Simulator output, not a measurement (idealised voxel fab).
process module | voxel transistor to metal
cross-section cut | 280 nm wide | cells 5 nm
A cross-section is a grid of square cells, given in bands from the top down. A band is one or more rows of cells.
Each band's line starts with the height of the band's top and of its bottom, in nm. Then come its materials from left to right, each with its width in nm. One material with "throughout" fills the band from edge to edge. "air" is empty space.
Height 0 is the level under which the wafer as received is all one material. The lowest band goes on downwards, as in "0 down".
A width such as "30 to 40" changes by the same amount from each row of cells to the next, from the band's top row to its bottom row.
"no change" after a step means that no cell of the cross-section changed.
closed voids: empty space of 8 cells or more with no open way to the top, each as width x height at its distance from the left edge, in nm
after a step's settings: what the simulator itself notes on the step
overlay nm, on a step with a mask: how far to the right of its planned place the mask lay; to the left if negative
Each pair below shows a cross-section before one step and the cross-section after it, down to the lowest band that changed. The line under each pair gives the step between them, with its settings. The pairs can come from different runs of this module on the same starting wafer, so a pair continues from the pair above only where its "before" says so.
before
  80 to 65: resist 30 | air 20 | resist 55 | air 20 | resist 35 | air 20 | resist 55 | air 20 | resist 25
  65 to 50: lowk throughout
  50 to 45: SiN throughout
  45 to 30: SiO2 30 | TiN 5 | Ru 5 | TiN 5 | SiO2 60 | TiN 5 | Ru 5 | TiN 5 | SiO2 40 | TiN 5 | Ru 5 | TiN 5 | SiO2 60 | TiN 5 | Ru 5 | TiN 5 | SiO2 30
  30 to 15: SiO2 30 | TiN 5 | Ru 5 | TiN 5 | SiO2 10 | SiN 5 | SiO2 5 | SiCN 20 | SiO2 5 | SiN 5 | SiO2 10 | TiN 5 | Ru 5 | TiN 5 | SiO2 40 | TiN 5 | Ru 5 | TiN 5 | SiO2 10 | SiN 5 | SiO2 5 | SiCN 20 | SiO2 5 | SiN 5 | SiO2 10 | TiN 5 | Ru 5 | TiN 5 | SiO2 30
  15 to 10: SiO2 30 | TiN 5 | Ru 5 | TiN 5 | SiO2 10 | SiN 5 | SiO2 5 | polySi 20 | SiO2 5 | SiN 5 | SiO2 10 | TiN 5 | Ru 5 | TiN 5 | SiO2 40 | TiN 5 | Ru 5 | TiN 5 | SiO2 10 | SiN 5 | SiO2 5 | polySi 20 | SiO2 5 | SiN 5 | SiO2 10 | TiN 5 | Ru 5 | TiN 5 | SiO2 30
  10 to 5: SiO2 30 | TiN 15 | SiO2 10 | SiN 5 | SiO2 5 | polySi 20 | SiO2 5 | SiN 5 | SiO2 10 | TiN 15 | SiO2 40 | TiN 15 | SiO2 10 | SiN 5 | SiO2 5 | polySi 20 | SiO2 5 | SiN 5 | SiO2 10 | TiN 15 | SiO2 30
  5 to 0: SiO2 20 | SiGe 35 | SiN 5 | SiO2 5 | polySi 20 | SiO2 5 | SiN 5 | SiGe 35 | SiO2 20 | SiGe 35 | SiN 5 | SiO2 5 | polySi 20 | SiO2 5 | SiN 5 | SiGe 35 | SiO2 20
  0 to -5: SiO2 20 | SiN 5 | SiGe 30 | SiN 5 | SiO2 5 | polySi 20 | SiO2 5 | SiN 5 | SiGe 30 | SiN 5 | SiO2 20 | SiN 5 | SiGe 30 | SiN 5 | SiO2 5 | polySi 20 | SiO2 5 | SiN 5 | SiGe 30 | SiN 5 | SiO2 20
  -5 to -10: SiO2 25 | SiGe 30 | SiO2 40 | SiGe 30 | SiO2 30 | SiGe 30 | SiO2 40 | SiGe 30 | SiO2 25
  -10 to -25: SiO2 20 | Si 5 | SiGe 30 | Si 40 | SiGe 30 | Si 5 | SiO2 20 | Si 5 | SiGe 30 | Si 40 | SiGe 30 | Si 5 | SiO2 20
  -25 to -40: SiO2 20 | Si 110 | SiO2 20 | Si 110 | SiO2 20
  -40 down: Si throughout
  closed voids: none
after
  80 to 65: resist 30 | air 20 | resist 55 | air 20 | resist 35 | air 20 | resist 55 | air 20 | resist 25
  65 to 50: lowk 30 | air 20 | lowk 55 | air 20 | lowk 35 | air 20 | lowk 55 | air 20 | lowk 25
  below 50: unchanged
  closed voids: none
the step between: op DIRECTIONAL_ETCH | etch materials lowk | depth nm 15
before: the cross-section after the pair above
after
  80 to 65: resist 30 | air 20 | resist 55 | air 20 | resist 35 | air 20 | resist 55 | air 20 | resist 25
  65 to 50: lowk 30 | air 20 | lowk 55 | air 20 | lowk 35 | air 20 | lowk 55 | air 20 | lowk 25
  50 to 45: SiN 30 | air 20 | SiN 55 | air 20 | SiN 35 | air 20 | SiN 55 | air 20 | SiN 25
  below 45: unchanged
  closed voids: none
the step between: op DIRECTIONAL_ETCH | etch materials SiN | depth nm 5
before: the cross-section after the pair above
after
  65 to 50: lowk 30 | air 20 | lowk 55 | air 20 | lowk 35 | air 20 | lowk 55 | air 20 | lowk 25
  below 50: unchanged
  closed voids: none
the step between: op STRIP | etch materials resist
before: the cross-section after the pair above
after
  70 to 65: TiN 35 | air 10 | TiN 65 | air 10 | TiN 45 | air 10 | TiN 65 | air 10 | TiN 30
  65 to 50: lowk 30 | TiN 5 | air 10 | TiN 5 | lowk 55 | TiN 5 | air 10 | TiN 5 | lowk 35 | TiN 5 | air 10 | TiN 5 | lowk 55 | TiN 5 | air 10 | TiN 5 | lowk 25
  50 to 45: SiN 30 | TiN 20 | SiN 55 | TiN 20 | SiN 35 | TiN 20 | SiN 55 | TiN 20 | SiN 25
  below 45: unchanged
  closed voids: none
the step between: op CONFORMAL_DEP | material TiN | thk nm 5
before: the cross-section after the pair above
after
  75 to 70: W throughout
  70 to 65: TiN 35 | W 10 | TiN 65 | W 10 | TiN 45 | W 10 | TiN 65 | W 10 | TiN 30
  65 to 50: lowk 30 | TiN 5 | W 10 | TiN 5 | lowk 55 | TiN 5 | W 10 | TiN 5 | lowk 35 | TiN 5 | W 10 | TiN 5 | lowk 55 | TiN 5 | W 10 | TiN 5 | lowk 25
  below 50: unchanged
  closed voids: none
the step between: op FILL_DEP | material W | thk nm 5
before: the cross-section after the pair above
after
  65 to 50: lowk 30 | TiN 5 | W 10 | TiN 5 | lowk 55 | TiN 5 | W 10 | TiN 5 | lowk 35 | TiN 5 | W 10 | TiN 5 | lowk 55 | TiN 5 | W 10 | TiN 5 | lowk 25
  below 50: unchanged
  closed voids: none
the step between: op CMP | height nm 65
before: the cross-section after the pair above
after
  70 to 65: air 25 | Ru 30 | air 45 | Ru 30 | air 25 | Ru 30 | air 45 | Ru 30 | air 20
  below 65: unchanged
  closed voids: none
the step between: op EPI | material Ru | thk nm 5
before: the cross-section after the pair above
after
  75 to 70: SiCN throughout
  70 to 65: SiCN 25 | Ru 30 | SiCN 45 | Ru 30 | SiCN 25 | Ru 30 | SiCN 45 | Ru 30 | SiCN 20
  below 65: unchanged
  closed voids: none
the step between: op FILL_DEP | material SiCN | thk nm 5
before
  45 to 30: SiO2 throughout
  30 to 15: SiO2 55 | SiN 5 | SiO2 5 | SiCN 20 | SiO2 5 | SiN 5 | SiO2 90 | SiN 5 | SiO2 5 | SiCN 20 | SiO2 5 | SiN 5 | SiO2 55
  15 to 5: SiO2 55 | SiN 5 | SiO2 5 | polySi 20 | SiO2 5 | SiN 5 | SiO2 90 | SiN 5 | SiO2 5 | polySi 20 | SiO2 5 | SiN 5 | SiO2 55
  5 to 0: SiO2 20 | SiGe 35 | SiN 5 | SiO2 5 | polySi 20 | SiO2 5 | SiN 5 | SiGe 35 | SiO2 20 | SiGe 35 | SiN 5 | SiO2 5 | polySi 20 | SiO2 5 | SiN 5 | SiGe 35 | SiO2 20
  0 to -5: SiO2 20 | SiN 5 | SiGe 30 | SiN 5 | SiO2 5 | polySi 20 | SiO2 5 | SiN 5 | SiGe 30 | SiN 5 | SiO2 20 | SiN 5 | SiGe 30 | SiN 5 | SiO2 5 | polySi 20 | SiO2 5 | SiN 5 | SiGe 30 | SiN 5 | SiO2 20
  -5 to -10: SiO2 25 | SiGe 30 | SiO2 40 | SiGe 30 | SiO2 30 | SiGe 30 | SiO2 40 | SiGe 30 | SiO2 25
  -10 to -25: SiO2 20 | Si 5 | SiGe 30 | Si 40 | SiGe 30 | Si 5 | SiO2 20 | Si 5 | SiGe 30 | Si 40 | SiGe 30 | Si 5 | SiO2 20
  -25 to -40: SiO2 20 | Si 110 | SiO2 20 | Si 110 | SiO2 20
  -40 down: Si throughout
  closed voids: none
after
  45 to 30: SiO2 25 | air 15 | SiO2 60 | air 15 | SiO2 40 | air 15 | SiO2 60 | air 15 | SiO2 35
  30 to 15: SiO2 25 | air 15 | SiO2 15 | SiN 5 | SiO2 5 | SiCN 20 | SiO2 5 | SiN 5 | SiO2 5 | air 15 | SiO2 40 | air 15 | SiO2 15 | SiN 5 | SiO2 5 | SiCN 20 | SiO2 5 | SiN 5 | SiO2 5 | air 15 | SiO2 35
  15 to 5: SiO2 25 | air 15 | SiO2 15 | SiN 5 | SiO2 5 | polySi 20 | SiO2 5 | SiN 5 | SiO2 5 | air 15 | SiO2 40 | air 15 | SiO2 15 | SiN 5 | SiO2 5 | polySi 20 | SiO2 5 | SiN 5 | SiO2 5 | air 15 | SiO2 35
  below 5: unchanged
  closed voids: none
the step between: op MASKED_ETCH | tone open | mask id CONTACT | width nm 15 | etch materials SiO2 | depth nm 40 | overlay nm -5
before: the cross-section after the pair above
after
  50 to 45: TiN 30 | air 5 | TiN 70 | air 5 | TiN 50 | air 5 | TiN 70 | air 5 | TiN 40
  45 to 30: SiO2 25 | TiN 5 | air 5 | TiN 5 | SiO2 60 | TiN 5 | air 5 | TiN 5 | SiO2 40 | TiN 5 | air 5 | TiN 5 | SiO2 60 | TiN 5 | air 5 | TiN 5 | SiO2 35
  30 to 15: SiO2 25 | TiN 5 | air 5 | TiN 5 | SiO2 15 | SiN 5 | SiO2 5 | SiCN 20 | SiO2 5 | SiN 5 | SiO2 5 | TiN 5 | air 5 | TiN 5 | SiO2 40 | TiN 5 | air 5 | TiN 5 | SiO2 15 | SiN 5 | SiO2 5 | SiCN 20 | SiO2 5 | SiN 5 | SiO2 5 | TiN 5 | air 5 | TiN 5 | SiO2 35
  15 to 10: SiO2 25 | TiN 5 | air 5 | TiN 5 | SiO2 15 | SiN 5 | SiO2 5 | polySi 20 | SiO2 5 | SiN 5 | SiO2 5 | TiN 5 | air 5 | TiN 5 | SiO2 40 | TiN 5 | air 5 | TiN 5 | SiO2 15 | SiN 5 | SiO2 5 | polySi 20 | SiO2 5 | SiN 5 | SiO2 5 | TiN 5 | air 5 | TiN 5 | SiO2 35
  10 to 5: SiO2 25 | TiN 15 | SiO2 15 | SiN 5 | SiO2 5 | polySi 20 | SiO2 5 | SiN 5 | SiO2 5 | TiN 15 | SiO2 40 | TiN 15 | SiO2 15 | SiN 5 | SiO2 5 | polySi 20 | SiO2 5 | SiN 5 | SiO2 5 | TiN 15 | SiO2 35
  below 5: unchanged
  closed voids: none
the step between: op CONFORMAL_DEP | material TiN | thk nm 5
before: the cross-section after the pair above
after
  55 to 50: Ru throughout
  50 to 45: TiN 30 | Ru 5 | TiN 70 | Ru 5 | TiN 50 | Ru 5 | TiN 70 | Ru 5 | TiN 40
  45 to 30: SiO2 25 | TiN 5 | Ru 5 | TiN 5 | SiO2 60 | TiN 5 | Ru 5 | TiN 5 | SiO2 40 | TiN 5 | Ru 5 | TiN 5 | SiO2 60 | TiN 5 | Ru 5 | TiN 5 | SiO2 35
  30 to 15: SiO2 25 | TiN 5 | Ru 5 | TiN 5 | SiO2 15 | SiN 5 | SiO2 5 | SiCN 20 | SiO2 5 | SiN 5 | SiO2 5 | TiN 5 | Ru 5 | TiN 5 | SiO2 40 | TiN 5 | Ru 5 | TiN 5 | SiO2 15 | SiN 5 | SiO2 5 | SiCN 20 | SiO2 5 | SiN 5 | SiO2 5 | TiN 5 | Ru 5 | TiN 5 | SiO2 35
  15 to 10: SiO2 25 | TiN 5 | Ru 5 | TiN 5 | SiO2 15 | SiN 5 | SiO2 5 | polySi 20 | SiO2 5 | SiN 5 | SiO2 5 | TiN 5 | Ru 5 | TiN 5 | SiO2 40 | TiN 5 | Ru 5 | TiN 5 | SiO2 15 | SiN 5 | SiO2 5 | polySi 20 | SiO2 5 | SiN 5 | SiO2 5 | TiN 5 | Ru 5 | TiN 5 | SiO2 35
  below 10: unchanged
  closed voids: none
the step between: op FILL_DEP | material Ru | thk nm 5
before: the cross-section after the pair above
after
  45 to 30: SiO2 25 | TiN 5 | Ru 5 | TiN 5 | SiO2 60 | TiN 5 | Ru 5 | TiN 5 | SiO2 40 | TiN 5 | Ru 5 | TiN 5 | SiO2 60 | TiN 5 | Ru 5 | TiN 5 | SiO2 35
  below 30: unchanged
  closed voids: none
the step between: op CMP | height nm 45
before: the cross-section after the pair above
after
  50 to 45: SiN throughout
  below 45: unchanged
  closed voids: none
the step between: op CONFORMAL_DEP | material SiN | thk nm 5
before: the cross-section after the pair above
after
  65 to 50: lowk throughout
  below 50: unchanged
  closed voids: none
the step between: op DIRECTIONAL_DEP | material lowk | thk nm 15
before: the cross-section after the pair above
after
  80 to 65: resist 30 | air 15 | resist 60 | air 15 | resist 40 | air 15 | resist 60 | air 15 | resist 30
  below 65: unchanged
  closed voids: none
the step between: op PATTERN | tone open | mask id METAL_1 | material resist | width nm 15 | thk nm 15 | overlay nm 0
before: the cross-section after the pair above
after
  80 to 65: resist 30 | air 15 | resist 60 | air 15 | resist 40 | air 15 | resist 60 | air 15 | resist 30
  65 to 50: lowk 30 | air 15 | lowk 60 | air 15 | lowk 40 | air 15 | lowk 60 | air 15 | lowk 30
  below 50: unchanged
  closed voids: none
the step between: op DIRECTIONAL_ETCH | etch materials lowk | depth nm 15
before: the cross-section after the pair above
after
  80 to 65: resist 30 | air 15 | resist 60 | air 15 | resist 40 | air 15 | resist 60 | air 15 | resist 30
  65 to 50: lowk 30 | air 15 | lowk 60 | air 15 | lowk 40 | air 15 | lowk 60 | air 15 | lowk 30
  50 to 45: SiN 30 | air 15 | SiN 60 | air 15 | SiN 40 | air 15 | SiN 60 | air 15 | SiN 30
  below 45: unchanged
  closed voids: none
the step between: op DIRECTIONAL_ETCH | etch materials SiN | depth nm 5
before: the cross-section after the pair above
after
  65 to 50: lowk 30 | air 15 | lowk 60 | air 15 | lowk 40 | air 15 | lowk 60 | air 15 | lowk 30
  below 50: unchanged
  closed voids: none
the step between: op STRIP | etch materials resist
before: the cross-section after the pair above
after
  70 to 65: TiN 35 | air 5 | TiN 70 | air 5 | TiN 50 | air 5 | TiN 70 | air 5 | TiN 35
  65 to 50: lowk 30 | TiN 5 | air 5 | TiN 5 | lowk 60 | TiN 5 | air 5 | TiN 5 | lowk 40 | TiN 5 | air 5 | TiN 5 | lowk 60 | TiN 5 | air 5 | TiN 5 | lowk 30
  50 to 45: SiN 30 | TiN 15 | SiN 60 | TiN 15 | SiN 40 | TiN 15 | SiN 60 | TiN 15 | SiN 30
  below 45: unchanged
  closed voids: none
the step between: op CONFORMAL_DEP | material TiN | thk nm 5
before: the cross-section after the pair above
after
  75 to 70: W throughout
  70 to 65: TiN 35 | W 5 | TiN 70 | W 5 | TiN 50 | W 5 | TiN 70 | W 5 | TiN 35
  65 to 50: lowk 30 | TiN 5 | W 5 | TiN 5 | lowk 60 | TiN 5 | W 5 | TiN 5 | lowk 40 | TiN 5 | W 5 | TiN 5 | lowk 60 | TiN 5 | W 5 | TiN 5 | lowk 30
  below 50: unchanged
  closed voids: none
the step between: op FILL_DEP | material W | thk nm 5
before: the cross-section after the pair above
after
  65 to 50: lowk 30 | TiN 5 | W 5 | TiN 5 | lowk 60 | TiN 5 | W 5 | TiN 5 | lowk 40 | TiN 5 | W 5 | TiN 5 | lowk 60 | TiN 5 | W 5 | TiN 5 | lowk 30
  below 50: unchanged
  closed voids: none
the step between: op CMP | height nm 65
before: the cross-section after the pair above
after
  70 to 65: air 25 | Ru 25 | air 50 | Ru 25 | air 30 | Ru 25 | air 50 | Ru 25 | air 25
  below 65: unchanged
  closed voids: none
the step between: op EPI | material Ru | thk nm 5
before: the cross-section after the pair above
after
  75 to 70: SiCN throughout
  70 to 65: SiCN 25 | Ru 25 | SiCN 50 | Ru 25 | SiCN 30 | Ru 25 | SiCN 50 | Ru 25 | SiCN 25
  below 65: unchanged
  closed voids: none
the step between: op FILL_DEP | material SiCN | thk nm 5
before
  45 to 30: SiO2 30 | TiN 5 | Ru 5 | TiN 5 | SiO2 60 | TiN 5 | Ru 5 | TiN 5 | SiO2 40 | TiN 5 | Ru 5 | TiN 5 | SiO2 60 | TiN 5 | Ru 5 | TiN 5 | SiO2 30
  30 to 15: SiO2 30 | TiN 5 | Ru 5 | TiN 5 | SiO2 10 | SiN 5 | SiO2 5 | SiCN 20 | SiO2 5 | SiN 5 | SiO2 10 | TiN 5 | Ru 5 | TiN 5 | SiO2 40 | TiN 5 | Ru 5 | TiN 5 | SiO2 10 | SiN 5 | SiO2 5 | SiCN 20 | SiO2 5 | SiN 5 | SiO2 10 | TiN 5 | Ru 5 | TiN 5 | SiO2 30
  15 to 10: SiO2 30 | TiN 5 | Ru 5 | TiN 5 | SiO2 10 | SiN 5 | SiO2 5 | polySi 20 | SiO2 5 | SiN 5 | SiO2 10 | TiN 5 | Ru 5 | TiN 5 | SiO2 40 | TiN 5 | Ru 5 | TiN 5 | SiO2 10 | SiN 5 | SiO2 5 | polySi 20 | SiO2 5 | SiN 5 | SiO2 10 | TiN 5 | Ru 5 | TiN 5 | SiO2 30
  10 to 5: SiO2 30 | TiN 15 | SiO2 10 | SiN 5 | SiO2 5 | polySi 20 | SiO2 5 | SiN 5 | SiO2 10 | TiN 15 | SiO2 40 | TiN 15 | SiO2 10 | SiN 5 | SiO2 5 | polySi 20 | SiO2 5 | SiN 5 | SiO2 10 | TiN 15 | SiO2 30
  5 to 0: SiO2 20 | SiGe 35 | SiN 5 | SiO2 5 | polySi 20 | SiO2 5 | SiN 5 | SiGe 35 | SiO2 20 | SiGe 35 | SiN 5 | SiO2 5 | polySi 20 | SiO2 5 | SiN 5 | SiGe 35 | SiO2 20
  0 to -5: SiO2 20 | SiN 5 | SiGe 30 | SiN 5 | SiO2 5 | polySi 20 | SiO2 5 | SiN 5 | SiGe 30 | SiN 5 | SiO2 20 | SiN 5 | SiGe 30 | SiN 5 | SiO2 5 | polySi 20 | SiO2 5 | SiN 5 | SiGe 30 | SiN 5 | SiO2 20
  -5 to -10: SiO2 25 | SiGe 30 | SiO2 40 | SiGe 30 | SiO2 30 | SiGe 30 | SiO2 40 | SiGe 30 | SiO2 25
  -10 to -25: SiO2 20 | Si 5 | SiGe 30 | Si 40 | SiGe 30 | Si 5 | SiO2 20 | Si 5 | SiGe 30 | Si 40 | SiGe 30 | Si 5 | SiO2 20
  -25 to -40: SiO2 20 | Si 110 | SiO2 20 | Si 110 | SiO2 20
  -40 down: Si throughout
  closed voids: none
after
  50 to 45: SiO2 throughout
  below 45: unchanged
  closed voids: none
the step between: op CONFORMAL_DEP | material SiO2 | thk nm 5
before: the cross-section after the pair above
after
  65 to 50: lowk throughout
  below 50: unchanged
  closed voids: none
the step between: op DIRECTIONAL_DEP | material lowk | thk nm 15
before: the cross-section after the pair above
after
  80 to 65: resist 30 | air 15 | resist 60 | air 15 | resist 40 | air 15 | resist 60 | air 15 | resist 30
  below 65: unchanged
  closed voids: none
the step between: op PATTERN | tone open | mask id METAL_1 | material resist | width nm 15 | thk nm 15 | overlay nm 0
before: the cross-section after the pair above
after
  80 to 65: resist 30 | air 15 | resist 60 | air 15 | resist 40 | air 15 | resist 60 | air 15 | resist 30
  65 to 50: lowk 30 | air 15 | lowk 60 | air 15 | lowk 40 | air 15 | lowk 60 | air 15 | lowk 30
  below 50: unchanged
  closed voids: none
the step between: op DIRECTIONAL_ETCH | etch materials lowk | depth nm 15
before: the cross-section after the pair above
after
  65 to 50: lowk 30 | air 15 | lowk 60 | air 15 | lowk 40 | air 15 | lowk 60 | air 15 | lowk 30
  below 50: unchanged
  closed voids: none
the step between: op STRIP | etch materials resist
before: the cross-section after the pair above
after
  70 to 65: TiN 35 | air 5 | TiN 70 | air 5 | TiN 50 | air 5 | TiN 70 | air 5 | TiN 35
  65 to 55: lowk 30 | TiN 5 | air 5 | TiN 5 | lowk 60 | TiN 5 | air 5 | TiN 5 | lowk 40 | TiN 5 | air 5 | TiN 5 | lowk 60 | TiN 5 | air 5 | TiN 5 | lowk 30
  55 to 50: lowk 30 | TiN 15 | lowk 60 | TiN 15 | lowk 40 | TiN 15 | lowk 60 | TiN 15 | lowk 30
  below 50: unchanged
  closed voids: none
the step between: op CONFORMAL_DEP | material TiN | thk nm 5
before: the cross-section after the pair above
after
  75 to 70: W throughout
  70 to 65: TiN 35 | W 5 | TiN 70 | W 5 | TiN 50 | W 5 | TiN 70 | W 5 | TiN 35
  65 to 55: lowk 30 | TiN 5 | W 5 | TiN 5 | lowk 60 | TiN 5 | W 5 | TiN 5 | lowk 40 | TiN 5 | W 5 | TiN 5 | lowk 60 | TiN 5 | W 5 | TiN 5 | lowk 30
  below 55: unchanged
  closed voids: none
the step between: op FILL_DEP | material W | thk nm 5
before: the cross-section after the pair above
after
  65 to 55: lowk 30 | TiN 5 | W 5 | TiN 5 | lowk 60 | TiN 5 | W 5 | TiN 5 | lowk 40 | TiN 5 | W 5 | TiN 5 | lowk 60 | TiN 5 | W 5 | TiN 5 | lowk 30
  below 55: unchanged
  closed voids: none
the step between: op CMP | height nm 65
before: the cross-section after the pair above
after
  70 to 65: air 25 | Ru 25 | air 50 | Ru 25 | air 30 | Ru 25 | air 50 | Ru 25 | air 25
  below 65: unchanged
  closed voids: none
the step between: op EPI | material Ru | thk nm 5
before: the cross-section after the pair above
after
  75 to 70: SiCN throughout
  70 to 65: SiCN 25 | Ru 25 | SiCN 50 | Ru 25 | SiCN 30 | Ru 25 | SiCN 50 | Ru 25 | SiCN 25
  below 65: unchanged
  closed voids: none
the step between: op FILL_DEP | material SiCN | thk nm 5
before
  10 to 0: SiN throughout
  0 to -5: SiO2 throughout
  -5 down: Si throughout
  closed voids: none
after
  10 to 0: SiN 20 | air 110 | SiN 20 | air 110 | SiN 20
  below 0: unchanged
  closed voids: none
the step between: op MASKED_ETCH | tone open | mask id ACTIVE | width nm 110 | pitch nm 130 | etch materials SiN | depth nm 10 | overlay nm 0
before: the cross-section after the pair above
after
  15 to 10: SiO2 throughout
  10 to 0: SiN 20 | SiO2 110 | SiN 20 | SiO2 110 | SiN 20
  below 0: unchanged
  closed voids: none
the step between: op FILL_DEP | material SiO2 | thk nm 5
before: the cross-section after the pair above
after
  10 to 0: SiN 20 | SiO2 110 | SiN 20 | SiO2 110 | SiN 20
  below 0: unchanged
  closed voids: none
the step between: op CMP | height nm 10
before: the cross-section after the pair above
after
  10 to 5: SiN 20 | air 110 | SiN 20 | air 110 | SiN 20
  below 5: unchanged
  closed voids: none
the step between: op SELECTIVE_ETCH | etch materials SiO2 | depth nm 5
before: the cross-section after the pair above
after
  5 to 0: air 20 | SiO2 110 | air 20 | SiO2 110 | air 20
  below 0: unchanged
  closed voids: none
the step between: op STRIP | etch materials SiN
before: the cross-section after the pair above
after
  0 to -5: air 25 | SiO2 100 | air 30 | SiO2 100 | air 25
  below -5: unchanged
  closed voids: none
the step between: op SELECTIVE_ETCH | etch materials SiO2 | depth nm 5
before: the cross-section after the pair above
after
  0 to -5: air 25 | SiO2 100 | air 30 | SiO2 100 | air 25
  -5 to -10: SiO2 30 | Si 90 | SiO2 40 | Si 90 | SiO2 30
  below -10: unchanged
  closed voids: none
the step between: op OXIDIZE | depth nm 5
before: the cross-section after the pair above
after
  20 to 15: air 25 | polySi 100 | air 30 | polySi 100 | air 25
  15 to 0: polySi throughout
  0 to -5: polySi 25 | SiO2 100 | polySi 30 | SiO2 100 | polySi 25
  below -5: unchanged
  closed voids: none
the step between: op DIRECTIONAL_DEP | material polySi | thk nm 20
before: the cross-section after the pair above
after
  35 to 30: air 25 | SiCN 100 | air 30 | SiCN 100 | air 25
  30 to 20: SiCN throughout
  20 to 15: SiCN 25 | polySi 100 | SiCN 30 | polySi 100 | SiCN 25
  below 15: unchanged
  closed voids: none
the step between: op DIRECTIONAL_DEP | material SiCN | thk nm 15
before: the cross-section after the pair above
after
  45 to 40: air 25 | aC 100 | air 30 | aC 100 | air 25
  40 to 35: aC throughout
  35 to 30: aC 25 | SiCN 100 | aC 30 | SiCN 100 | aC 25
  below 30: unchanged
  closed voids: none
the step between: op DIRECTIONAL_DEP | material aC | thk nm 10
before: the cross-section after the pair above
after
  75 to 45: air 65 | resist 20 | air 110 | resist 20 | air 65
  below 45: unchanged
  closed voids: none
the step between: op PATTERN | tone cover | mask id GATE | material resist | width nm 20 | pitch nm 130 | thk nm 30 | overlay nm 0
before: the cross-section after the pair above
after
  65 to 45: air 65 | resist 20 | air 110 | resist 20 | air 65
  45 to 35: air 65 | aC 20 | air 110 | aC 20 | air 65
  35 to 30: air 25 | SiCN 100 | air 30 | SiCN 100 | air 25
  below 30: unchanged
  closed voids: none
the step between: op DIRECTIONAL_ETCH | etch materials aC | depth nm 10
before: the cross-section after the pair above
after
  45 to 35: air 65 | aC 20 | air 110 | aC 20 | air 65
  below 35: unchanged
  closed voids: none
the step between: op STRIP | etch materials resist
before: the cross-section after the pair above
after
  45 to 35: air 65 | aC 20 | air 110 | aC 20 | air 65
  35 to 20: air 65 | SiCN 20 | air 110 | SiCN 20 | air 65
  20 to 15: air 25 | polySi 100 | air 30 | polySi 100 | air 25
  below 15: unchanged
  closed voids: none
the step between: op DIRECTIONAL_ETCH | etch materials SiCN | depth nm 25
before: the cross-section after the pair above
after
  45 to 35: air 65 | aC 20 | air 110 | aC 20 | air 65
  35 to 20: air 65 | SiCN 20 | air 110 | SiCN 20 | air 65
  20 to 0: air 65 | polySi 20 | air 110 | polySi 20 | air 65
  0 to -5: air 25 | SiO2 100 | air 30 | SiO2 100 | air 25
  below -5: unchanged
  closed voids: none
the step between: op DIRECTIONAL_ETCH | etch materials polySi | depth nm 30
before: the cross-section after the pair above
after
  35 to 20: air 65 | SiCN 20 | air 110 | SiCN 20 | air 65
  below 20: unchanged
  closed voids: none
the step between: op STRIP | etch materials aC
before: the cross-section after the pair above
after
  40 to 35: air 60 | SiO2 30 | air 100 | SiO2 30 | air 60
  35 to 20: air 60 | SiO2 5 | SiCN 20 | SiO2 5 | air 100 | SiO2 5 | SiCN 20 | SiO2 5 | air 60
  20 to 5: air 60 | SiO2 5 | polySi 20 | SiO2 5 | air 100 | SiO2 5 | polySi 20 | SiO2 5 | air 60
  5 to 0: air 20 | SiO2 45 | polySi 20 | SiO2 45 | air 20 | SiO2 45 | polySi 20 | SiO2 45 | air 20
  0 to -5: SiO2 throughout
  below -5: unchanged
  closed voids: none
the step between: op CONFORMAL_DEP | material SiO2 | thk nm 5
before: the cross-section after the pair above
after
  35 to 20: air 60 | SiO2 5 | SiCN 20 | SiO2 5 | air 100 | SiO2 5 | SiCN 20 | SiO2 5 | air 60
  20 to 0: air 60 | SiO2 5 | polySi 20 | SiO2 5 | air 100 | SiO2 5 | polySi 20 | SiO2 5 | air 60
  0 to -5: air 20 | SiO2 110 | air 20 | SiO2 110 | air 20
  below -5: unchanged
  closed voids: none
the step between: op DIRECTIONAL_ETCH | etch materials SiO2 | depth nm 5
before: the cross-section after the pair above
after
  40 to 35: air 55 | SiN 40 | air 90 | SiN 40 | air 55
  35 to 20: air 55 | SiN 5 | SiO2 5 | SiCN 20 | SiO2 5 | SiN 5 | air 90 | SiN 5 | SiO2 5 | SiCN 20 | SiO2 5 | SiN 5 | air 55
  20 to 5: air 55 | SiN 5 | SiO2 5 | polySi 20 | SiO2 5 | SiN 5 | air 90 | SiN 5 | SiO2 5 | polySi 20 | SiO2 5 | SiN 5 | air 55
  5 to 0: air 15 | SiN 45 | SiO2 5 | polySi 20 | SiO2 5 | SiN 45 | air 10 | SiN 45 | SiO2 5 | polySi 20 | SiO2 5 | SiN 45 | air 15
  0 to -5: SiN 20 | SiO2 110 | SiN 20 | SiO2 110 | SiN 20
  below -5: unchanged
  closed voids: none
the step between: op CONFORMAL_DEP | material SiN | thk nm 5
before: the cross-section after the pair above
after
  35 to 20: air 55 | SiN 5 | SiO2 5 | SiCN 20 | SiO2 5 | SiN 5 | air 90 | SiN 5 | SiO2 5 | SiCN 20 | SiO2 5 | SiN 5 | air 55
  20 to 0: air 55 | SiN 5 | SiO2 5 | polySi 20 | SiO2 5 | SiN 5 | air 90 | SiN 5 | SiO2 5 | polySi 20 | SiO2 5 | SiN 5 | air 55
  0 to -5: air 15 | SiN 5 | SiO2 110 | SiN 5 | air 10 | SiN 5 | SiO2 110 | SiN 5 | air 15
  below -5: unchanged
  closed voids: none
the step between: op DIRECTIONAL_ETCH | etch materials SiN | depth nm 5
before: the cross-section after the pair above
after
  35 to 30: air 55 | SiN 5 | air 5 | SiCN 20 | air 5 | SiN 5 | air 90 | SiN 5 | air 5 | SiCN 20 | air 5 | SiN 5 | air 55
  30 to 20: air 55 | SiN 5 | SiO2 5 | SiCN 20 | SiO2 5 | SiN 5 | air 90 | SiN 5 | SiO2 5 | SiCN 20 | SiO2 5 | SiN 5 | air 55
  20 to 0: air 55 | SiN 5 | SiO2 5 | polySi 20 | SiO2 5 | SiN 5 | air 90 | SiN 5 | SiO2 5 | polySi 20 | SiO2 5 | SiN 5 | air 55
  0 to -5: air 15 | SiN 5 | air 35 | SiO2 40 | air 35 | SiN 5 | air 10 | SiN 5 | air 35 | SiO2 40 | air 35 | SiN 5 | air 15
  -5 to -10: air 15 | SiO2 15 | Si 90 | SiO2 15 | air 10 | SiO2 15 | Si 90 | SiO2 15 | air 15
  below -10: unchanged
  closed voids: none
the step between: op DIRECTIONAL_ETCH | etch materials SiO2 | depth nm 5
